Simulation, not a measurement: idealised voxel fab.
You're looking at the process module voxel wiring stack.
The cross-section on display is named cut; it measures 265 nm wide, and its cells are 5 nm squares.
A cross-section is written here as square cells arranged in a grid, and it is given in bands from the top down, each band taking up one or more rows of cells. Top height, bottom height, nm. Materials left to right, width each, nm. Single material + "throughout" = fills band edge to edge. "empty" = empty. Height reference: 0 = level under which incoming wafer is all one material. Lowest band: no bottom, runs on downward, e.g. "0 and below". When a width is written as two numbers, as in "30->40", the first number is the width in the top row of cells of the band and the second is the width in its bottom row, and the width changes by the same amount from each row to the next. Step note "same as before" = no cross-section cell changed. Closed empty spaces (no open way to the top) of 8 cells or more are what "Enclosed cavities" lists, each as width x height at distance from the left edge, nm for all three. Step line, after settings: the simulator's comment on this step. The line of a step may include "overlay nm". On a step with a mask, this value is how far to the right of its planned place the mask lay. A negative value means the mask lay to the left.
**The planned process steps are enumerated hereunder**
- 1: RECEIVE [material Si]
- 2: CONFORMAL_DEP [material SiO2] [thk nm 10]
- 3: CONFORMAL_DEP [material SiN] [thk nm 5]
- 4: DIRECTIONAL_DEP [material SiO2] [thk nm 15]
- 5: DIRECTIONAL_DEP [material aC] [thk nm 10]
- 6: PATTERN [tone open] [mask id METAL_1] [material resist] [width nm 20] [pitch nm 45] [thk nm 25] [overlay nm 0]
- 7: DIRECTIONAL_ETCH [etch materials aC] [depth nm 10]
- 8: STRIP [etch materials resist]
- 9: DIRECTIONAL_ETCH [etch materials SiO2] [depth nm 15]
- 10: DIRECTIONAL_ETCH [etch materials SiN] [depth nm 5]
- 11: STRIP [etch materials aC]
- 12: CONFORMAL_DEP [material TiN] [thk nm 5]
- 13: FILL_DEP [material W] [thk nm 10]
- 14: CMP [height nm 30]
- 15: CONFORMAL_DEP [material SiCN] [thk nm 5]
- 16: DIRECTIONAL_DEP [material SiO2] [thk nm 35]
- 17: DIRECTIONAL_DEP [material aC] [thk nm 10]
- 18: PATTERN [tone open] [mask id METAL_2_HOLES] [material resist] [width nm 15] [pitch nm 90] [thk nm 30] [overlay nm 0]
- 19: DIRECTIONAL_ETCH [etch materials aC] [depth nm 10]
- 20: STRIP [etch materials resist]
- 21: DIRECTIONAL_ETCH [etch materials SiO2] [depth nm 35]
- 22: STRIP [etch materials aC]
- 23: MASKED_ETCH [tone open] [mask id METAL_2] [width nm 20] [pitch nm 45] [etch materials SiO2] [depth nm 20] [overlay nm 0]
- 24: MASKED_ETCH [tone open] [mask id METAL_2] [width nm 20] [pitch nm 45] [etch materials SiCN] [depth nm 5] [overlay nm 0]
- 25: CONFORMAL_DEP [material TiN] [thk nm 5]
- 26: FILL_DEP [material Cu] [thk nm 10]
- 27: CMP [height nm 70]
- 28: CONFORMAL_DEP [material SiCN] [thk nm 5]
- 29: DIRECTIONAL_DEP [material lowk] [thk nm 25]
- 30: PATTERN [tone open] [mask id METAL_3] [material resist] [width nm 20] [pitch nm 45] [thk nm 20] [overlay nm 0]
- 31: DIRECTIONAL_ETCH [etch materials lowk] [depth nm 15]
- 32: STRIP [etch materials resist]
- 33: MASKED_ETCH [tone open] [mask id METAL_3_HOLES] [width nm 15] [pitch nm 45] [etch materials lowk] [depth nm 10] [overlay nm 0]
- 34: MASKED_ETCH [tone open] [mask id METAL_3_HOLES] [width nm 15] [pitch nm 45] [etch materials SiCN] [depth nm 5] [overlay nm 0]
- 35: CONFORMAL_DEP [material TiN] [thk nm 5]
- 36: FILL_DEP [material Cu] [thk nm 10]
- 37: CMP [height nm 100]
- 38: CONFORMAL_DEP [material SiCN] [thk nm 5]
- 39: DIRECTIONAL_DEP [material lowk] [thk nm 25]
- 40: MASKED_ETCH [tone open] [mask id METAL_4_HOLES] [width nm 15] [pitch nm 45] [etch materials lowk] [depth nm 25] [overlay nm 0]
- 41: MASKED_ETCH [tone open] [mask id METAL_4] [width nm 20] [pitch nm 45] [etch materials lowk] [depth nm 15] [overlay nm 0]
- 42: MASKED_ETCH [tone open] [mask id METAL_4] [width nm 20] [pitch nm 45] [etch materials SiCN] [depth nm 5] [overlay nm 0]
- 43: CONFORMAL_DEP [material TiN] [thk nm 5]
- 44: FILL_DEP [material Ru] [thk nm 10]
- 45: CMP [height nm 130]
- 46: CONFORMAL_DEP [material SiCN] [thk nm 5]
**Step 1 complete: cross-section of the wafer as received**
	0 and below  Si throughout
	Enclosed cavities: none
**The module was run from the start shown above using the plan shown above, but one mistake was made doing it; the resulting wafer cross-section is below**
	135 down to 130  SiCN throughout
	130 down to 120  55 of lowk | 5 of TiN | 10 of Ru | 5 of TiN | 25 of lowk | 5 of TiN | 10 of Ru | 5 of TiN | 25 of lowk | 5 of TiN | 10 of Ru | 5 of TiN | 25 of lowk | 5 of TiN | 10 of Ru | 5 of TiN | 55 of lowk
	120 down to 115  55 of lowk | 5 of TiN | 5 of Ru | 10 of TiN | 25 of lowk | 5 of TiN | 5 of Ru | 10 of TiN | 25 of lowk | 5 of TiN | 5 of Ru | 10 of TiN | 25 of lowk | 5 of TiN | 5 of Ru | 10 of TiN | 55 of lowk
	115 down to 105  55 of lowk | 5 of TiN | 5 of Ru | 5 of TiN | 30 of lowk | 5 of TiN | 5 of Ru | 5 of TiN | 30 of lowk | 5 of TiN | 5 of Ru | 5 of TiN | 30 of lowk | 5 of TiN | 5 of Ru | 5 of TiN | 60 of lowk
	105 down to 100  55 of lowk | 15 of TiN | 30 of lowk | 15 of TiN | 30 of lowk | 15 of TiN | 30 of lowk | 15 of TiN | 60 of lowk
	100 down to 90  55 of lowk | 5 of TiN | 10 of Cu | 5 of TiN | 25 of lowk | 5 of TiN | 10 of Cu | 5 of TiN | 25 of lowk | 5 of TiN | 10 of Cu | 5 of TiN | 25 of lowk | 5 of TiN | 10 of Cu | 5 of TiN | 55 of lowk
	90 down to 85  55 of lowk | 5 of TiN | 5 of Cu | 10 of TiN | 25 of lowk | 5 of TiN | 5 of Cu | 10 of TiN | 25 of lowk | 5 of TiN | 5 of Cu | 10 of TiN | 25 of lowk | 5 of TiN | 5 of Cu | 10 of TiN | 55 of lowk
	85 down to 75  55 of lowk | 5 of TiN | 5 of Cu | 5 of TiN | 30 of lowk | 5 of TiN | 5 of Cu | 5 of TiN | 30 of lowk | 5 of TiN | 5 of Cu | 5 of TiN | 30 of lowk | 5 of TiN | 5 of Cu | 5 of TiN | 60 of lowk
	75 down to 70  55 of SiCN | 15 of TiN | 30 of SiCN | 15 of TiN | 30 of SiCN | 15 of TiN | 30 of SiCN | 15 of TiN | 60 of SiCN
	70 down to 55  55 of SiO2 | 5 of TiN | 10 of Cu | 5 of TiN | 25 of SiO2 | 5 of TiN | 10 of Cu | 5 of TiN | 25 of SiO2 | 5 of TiN | 10 of Cu | 5 of TiN | 25 of SiO2 | 5 of TiN | 10 of Cu | 5 of TiN | 55 of SiO2
	55 down to 50  55 of SiO2 | 5 of TiN | 5 of Cu | 10 of TiN | 25 of SiO2 | 20 of TiN | 25 of SiO2 | 5 of TiN | 5 of Cu | 10 of TiN | 25 of SiO2 | 20 of TiN | 55 of SiO2
	50 down to 35  55 of SiO2 | 5 of TiN | 5 of Cu | 5 of TiN | 75 of SiO2 | 5 of TiN | 5 of Cu | 5 of TiN | 105 of SiO2
	35 down to 30  55 of SiCN | 15 of TiN | 75 of SiCN | 15 of TiN | 105 of SiCN
	30 down to 15  55 of SiO2 | 5 of TiN | 10 of W | 5 of TiN | 25 of SiO2 | 5 of TiN | 10 of W | 5 of TiN | 25 of SiO2 | 5 of TiN | 10 of W | 5 of TiN | 25 of SiO2 | 5 of TiN | 10 of W | 5 of TiN | 55 of SiO2
	15 down to 10  55 of SiN | 20 of TiN | 25 of SiN | 20 of TiN | 25 of SiN | 20 of TiN | 25 of SiN | 20 of TiN | 55 of SiN
	10 down to 0  SiO2 throughout
	0 and below  Si throughout
	Enclosed cavities: none
Here's what went sideways: step 38 deviated from plan and actually ran as CONFORMAL_DEP [material lowk] [thk nm 5]
